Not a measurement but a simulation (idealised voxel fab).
Documented hereafter: the process module known as voxel tone inversion.
In the cross-section labelled cut, the width is 210 nm and each square cell is 5 nm.
In this document a cross-section is written as a grid of square cells. It is given as a series of bands, listed from the top down, and a band is one or more rows of cells.
This entry defines a band. It first specifies the height of the band's top and the height of its bottom in nm, and then specifies the band's materials from left to right, stating each material with its width in nm. The word "everywhere" identifies a single material that fills the band from edge to edge, while the word "air" identifies empty space.
Ref level 0: as-received wafer is one material below here. Bottom band extends down with no lower bound ("0 down").
Think of "30 to 40" as a width that walks from the first number to the second as you go down the band, top row to bottom row, taking equal-sized steps from row to row.
"nothing was modified" for a step: no cell of the cross-section changed in that step.
Listed in "Unvented internal voids": every empty space of 8 or more cells without an open way to the top. Form: width x height at distance, the distance being from the left edge, all in nm.
Anything after a step's settings on that line? It's the simulator's own note about the step.
Among the settings permitted on a step's line is "overlay nm"; applied to a step with a mask, it specifies the extent to which the mask lay to the right of its planned position, whereas a negative figure signifies a position to the left.

-- Planned process steps
step 1: RECEIVE,material Si
step 2: CONFORMAL_DEP,material SiN,thk nm 10
step 3: DIRECTIONAL_DEP,material polySi,thk nm 20
step 4: PATTERN,tone cover,mask id POSTS,material resist,width nm 15,pitch nm 35,thk nm 30,overlay nm 0
step 5: DIRECTIONAL_ETCH,etch materials polySi,depth nm 20
step 6: STRIP,etch materials resist
step 7: FILL_DEP,material SiO2,thk nm 5
step 8: CMP,height nm 30
step 9: STRIP,etch materials polySi

-- Incoming wafer, cross-sectional view, post step 1
> 0 down: Si everywhere
> Unvented internal voids: none

-- First of two wafers: cross-section at end of module, run per plan
> 30 to 10: SiO2=60 | air=15 | SiO2=20 | air=15 | SiO2=20 | air=15 | SiO2=65
> 10 to 0: SiN everywhere
> 0 down: Si everywhere
> Unvented internal voids: none

-- Cross-sectional view: second of two wafers, end of module; start and plan identical to the first, one mistake in running
> 30 to 10: air=60 | SiO2=15 | air=20 | SiO2=15 | air=20 | SiO2=15 | air=65
> 10 to 0: SiN everywhere
> 0 down: Si everywhere
> Unvented internal voids: none
Error vs. plan: step 4 changed vs plan, executed as PATTERN,tone open,mask id POSTS,material resist,width nm 15,pitch nm 35,thk nm 30,overlay nm 0
Count the cells at the end and the second wafer has more or fewer of some materials than the first: SiO2: 96 fewer
